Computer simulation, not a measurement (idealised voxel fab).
process module | voxel gate over fins
cross-section cut | 250 nm wide | cells 5 nm
A cross-section is a grid of square cells, given in bands from the top down. A band is one or more rows of cells.
Each band's line starts with the height of the band's top and of its bottom, in nm. Then come its materials from left to right, each with its width in nm. One material with "throughout" fills the band from edge to edge. "air" is empty space.
Height 0 is the level under which the wafer as received is all one material. The lowest band goes on downwards, as in "0 down".
A width such as "30 to 40" changes by the same amount from each row of cells to the next, from the band's top row to its bottom row.
"no change" after a step means that no cell of the cross-section changed.
closed voids: empty space of 8 cells or more with no open way to the top, each as width x height at its distance from the left edge, in nm
after a step's settings: what the simulator itself notes on the step
overlay nm, on a step with a mask: how far to the right of its planned place the mask lay; to the left if negative
plan
1 op RECEIVE | material Si
2 op CONFORMAL_DEP | material SiN | thk nm 10
3 op DIRECTIONAL_DEP | material aC | thk nm 15
4 op PATTERN | tone cover | mask id FINS | material resist | width nm 15 | pitch nm 35 | thk nm 35 | overlay nm 0
5 op DIRECTIONAL_ETCH | etch materials aC | depth nm 15
6 op STRIP | etch materials resist
7 op DIRECTIONAL_ETCH | etch materials SiN | depth nm 5
8 op DIRECTIONAL_ETCH | etch materials Si | depth nm 30
9 op STRIP | etch materials aC
10 op OXIDIZE | depth nm 5
11 op FILL_DEP | material SiO2 | thk nm 5
12 op CMP | height nm 10
13 op SELECTIVE_ETCH | etch materials SiO2 | depth nm 25
14 op STRIP | etch materials SiN
15 op CONFORMAL_DEP | material HfO2 | thk nm 5
16 op CONFORMAL_DEP | material TiN | thk nm 5
17 op FILL_DEP | material W | thk nm 15
18 op CMP | height nm 20
19 op CONFORMAL_DEP | material SiCN | thk nm 5
varied across the wafers: depth nm of step 7. The plan shows the first wafer's value. All wafers start alike
first wafer as received, after step 1
  0 down: Si throughout
  closed voids: none
first wafer at the end, after step 19
  25 to 20: SiCN throughout
  20 to 10: W throughout
  10 to 5: TiN throughout
  5 to 0: HfO2 throughout
  0 down: Si throughout
  closed voids: none
last wafer at the end
  25 to 20: SiCN throughout
  20 to 10: W throughout
  10 to 5: W 95 | TiN 25 | W 10 | TiN 25 | W 95
  5 to 0: W 95 | TiN 5 | HfO2 15 | TiN 5 | W 10 | TiN 5 | HfO2 15 | TiN 5 | W 95
  0 to -5: W 95 | TiN 5 | HfO2 5 | Si 5 | HfO2 5 | TiN 5 | W 10 | TiN 5 | HfO2 5 | Si 5 | HfO2 5 | TiN 5 | W 95
  -5 to -10: TiN 100 | HfO2 5 | Si 5 | HfO2 5 | TiN 20 | HfO2 5 | Si 5 | HfO2 5 | TiN 100
  -10 to -15: HfO2 105 | Si 5 | HfO2 30 | Si 5 | HfO2 105
  -15 to -35: SiO2 105 | Si 5 | SiO2 30 | Si 5 | SiO2 105
  -35 down: Si throughout
  closed voids: none
each wafer at the end: cells of each material gained (+) or lost (-) since it was received, then its closed voids
depth nm 5 | +50 HfO2 | +50 SiCN | +50 TiN | +100 W | closed voids: none
depth nm 10 | +62 HfO2 | -336 Si | +50 SiCN | +192 SiO2 | +62 TiN | +220 W | closed voids: none
depth nm 15 | +62 HfO2 | -336 Si | +50 SiCN | +192 SiO2 | +62 TiN | +220 W | closed voids: none
depth nm 20 | +62 HfO2 | -336 Si | +50 SiCN | +192 SiO2 | +62 TiN | +220 W | closed voids: none
depth nm 25 | +62 HfO2 | -336 Si | +50 SiCN | +192 SiO2 | +62 TiN | +220 W | closed voids: none
